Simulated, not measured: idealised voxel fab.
process module | voxel ribs on slabs
cross-section cut | 300 nm wide | cells 5 nm
A cross-section is a grid of square cells, given in bands from the top down. A band is one or more rows of cells.
Each band's line starts with the height of the band's top and of its bottom, in nm. Then come its materials from left to right, each with its width in nm. One material with "throughout" fills the band from edge to edge. "air" is empty space.
Height 0 is the level under which the wafer as received is all one material. The lowest band goes on downwards, as in "0 down".
A width such as "30 to 40" changes by the same amount from each row of cells to the next, from the band's top row to its bottom row.
"no change" after a step means that no cell of the cross-section changed.
closed voids: empty space of 8 cells or more with no open way to the top, each as width x height at its distance from the left edge, in nm
after a step's settings: what the simulator itself notes on the step
overlay nm, on a step with a mask: how far to the right of its planned place the mask lay; to the left if negative
plan
1 op RECEIVE | material Si
2 op DIRECTIONAL_DEP | material SiO2 | thk nm 30
3 op DIRECTIONAL_DEP | material SiN | thk nm 25
4 op MASKED_ETCH | tone cover | mask id RIB | width nm 20 | etch materials SiN | depth nm 20 | overlay nm 0
5 op MASKED_ETCH | tone cover | mask id SLAB | width nm 60 | etch materials SiN | depth nm 5 | overlay nm 0
6 op FILL_DEP | material SiO2 | thk nm 25
7 op CMP | height nm 75
8 op DIRECTIONAL_DEP | material W | thk nm 5
9 op MASKED_ETCH | tone cover | mask id HEATER | width nm 30 | etch materials W | depth nm 5 | overlay nm 0
10 op CONFORMAL_DEP | material SiO2 | thk nm 5
as received, after step 1
  0 down: Si throughout
  closed voids: none
a wafer at the end: this start, this plan, one mistake
  85 to 80: air 130 | SiO2 40 | air 130
  80 to 75: SiO2 135 | W 30 | SiO2 135
  75 to 30: SiN throughout
  30 to 0: SiO2 throughout
  0 down: Si throughout
  closed voids: none
what went wrong: step 6 ran as: op FILL_DEP | material SiN | thk nm 25
